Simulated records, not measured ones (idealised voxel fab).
Module name: voxel wiring stack (process module)
The cross-section on display is named cut; it measures 165 nm wide, and its cells are 5 nm squares.
For the purposes of this document, a cross-section shall be understood as a grid of square cells, specified as bands listed in top-to-bottom order, each band consisting of one or more rows of cells. Quick guide to a band line: top height, bottom height (nm) up front; then every material left to right with its width in nm. Only one material and it's marked "edge to edge"? Then it fills the band edge to edge. And "blank" just means empty space. Where do heights start? At 0: under that level the wafer as delivered is made of one material only. And the lowest band has no floor; it just carries on downward, as in "top 0, no bottom". Think of "30..40" as a width that walks from the first number to the second as you go down the band, top row to bottom row, taking equal-sized steps from row to row. The designation "no modifications", where it is given for a processing step, indicates that no cell of the cross-section was altered in the course of that step. You'll see "Enclosed void list" listing empty spaces that have no way open to the top, as long as they're 8 cells or more; the notation is width x height at distance, where the distance is from the left edge, and all of it is in nm. It should be noted that, on the line of a given step, the content following the step's settings is a remark produced by the simulator itself with respect to that step. "overlay nm" denotes, for a step that has a mask, the displacement of the mask to the right of its planned place, with negative values corresponding to the left.
The planned process steps are enumerated hereunder
1. RECEIVE, material Si
2. CONFORMAL_DEP, material SiO2, thk nm 10
3. CONFORMAL_DEP, material SiCN, thk nm 5
4. DIRECTIONAL_DEP, material lowk, thk nm 25
5. PATTERN, tone open, mask id METAL_1, material resist, width nm 20, pitch nm 45, thk nm 20, overlay nm 0
6. DIRECTIONAL_ETCH, etch materials lowk, depth nm 25
7. DIRECTIONAL_ETCH, etch materials SiCN, depth nm 5
8. STRIP, etch materials resist
9. CONFORMAL_DEP, material TiN, thk nm 5
10. FILL_DEP, material Ru, thk nm 5
11. CMP, height nm 40
12. EPI, material Ru, thk nm 5
13. FILL_DEP, material SiCN, thk nm 5
14. DIRECTIONAL_DEP, material SiO2, thk nm 35
15. MASKED_ETCH, tone open, mask id METAL_2_HOLES, width nm 15, pitch nm 45, etch materials SiO2, depth nm 35, overlay nm 0
16. MASKED_ETCH, tone open, mask id METAL_2, width nm 20, pitch nm 45, etch materials SiO2, depth nm 20, overlay nm 0
17. MASKED_ETCH, tone open, mask id METAL_2, width nm 20, pitch nm 45, etch materials SiCN, depth nm 5, overlay nm 0
18. CONFORMAL_DEP, material TiN, thk nm 5
19. FILL_DEP, material Cu, thk nm 10
20. CMP, height nm 85
21. CONFORMAL_DEP, material SiN, thk nm 5
This is the cross-section of the wafer as we received it, i.e. after step 1
	top 0, no bottom = Si edge to edge
	Enclosed void list: none
Sectioned view, first of two wafers, at the close of the module, processed as intended in the plan
	top 90, bottom 85 = SiN edge to edge
	top 85, bottom 70 = SiO2 50 / TiN 5 / Cu 10 / TiN 5 / SiO2 25 / TiN 5 / Cu 10 / TiN 5 / SiO2 50
	top 70, bottom 65 = SiO2 50 / TiN 5 / Cu 5 / TiN 10 / SiO2 25 / TiN 5 / Cu 5 / TiN 10 / SiO2 50
	top 65, bottom 50 = SiO2 50 / TiN 5 / Cu 5 / TiN 5 / SiO2 30 / TiN 5 / Cu 5 / TiN 5 / SiO2 55
	top 50, bottom 45 = SiCN 50 / TiN 15 / SiCN 30 / TiN 15 / SiCN 55
	top 45, bottom 40 = SiCN 45 / Ru 30 / SiCN 15 / Ru 30 / SiCN 45
	top 40, bottom 15 = lowk 50 / TiN 5 / Ru 10 / TiN 5 / lowk 25 / TiN 5 / Ru 10 / TiN 5 / lowk 50
	top 15, bottom 10 = SiCN 50 / TiN 20 / SiCN 25 / TiN 20 / SiCN 50
	top 10, bottom 0 = SiO2 edge to edge
	top 0, no bottom = Si edge to edge
	Enclosed void list: none
Same start, same plan as the first wafer - but one mistake in the run. Cross-section of the second of the two at the end of the module
	top 100, bottom 85 = SiN edge to edge
	top 85, bottom 70 = SiO2 50 / TiN 5 / Cu 10 / TiN 5 / SiO2 25 / TiN 5 / Cu 10 / TiN 5 / SiO2 50
	top 70, bottom 65 = SiO2 50 / TiN 5 / Cu 5 / TiN 10 / SiO2 25 / TiN 5 / Cu 5 / TiN 10 / SiO2 50
	top 65, bottom 50 = SiO2 50 / TiN 5 / Cu 5 / TiN 5 / SiO2 30 / TiN 5 / Cu 5 / TiN 5 / SiO2 55
	top 50, bottom 45 = SiCN 50 / TiN 15 / SiCN 30 / TiN 15 / SiCN 55
	top 45, bottom 40 = SiCN 45 / Ru 30 / SiCN 15 / Ru 30 / SiCN 45
	top 40, bottom 15 = lowk 50 / TiN 5 / Ru 10 / TiN 5 / lowk 25 / TiN 5 / Ru 10 / TiN 5 / lowk 50
	top 15, bottom 10 = SiCN 50 / TiN 20 / SiCN 25 / TiN 20 / SiCN 50
	top 10, bottom 0 = SiO2 edge to edge
	top 0, no bottom = Si edge to edge
	Enclosed void list: none
Deviation from plan: step 21 changed vs plan, executed as CONFORMAL_DEP, material SiN, thk nm 15
The final cell counts differ between the wafers, with the second having more or fewer of some materials than the first: 66 more of SiN
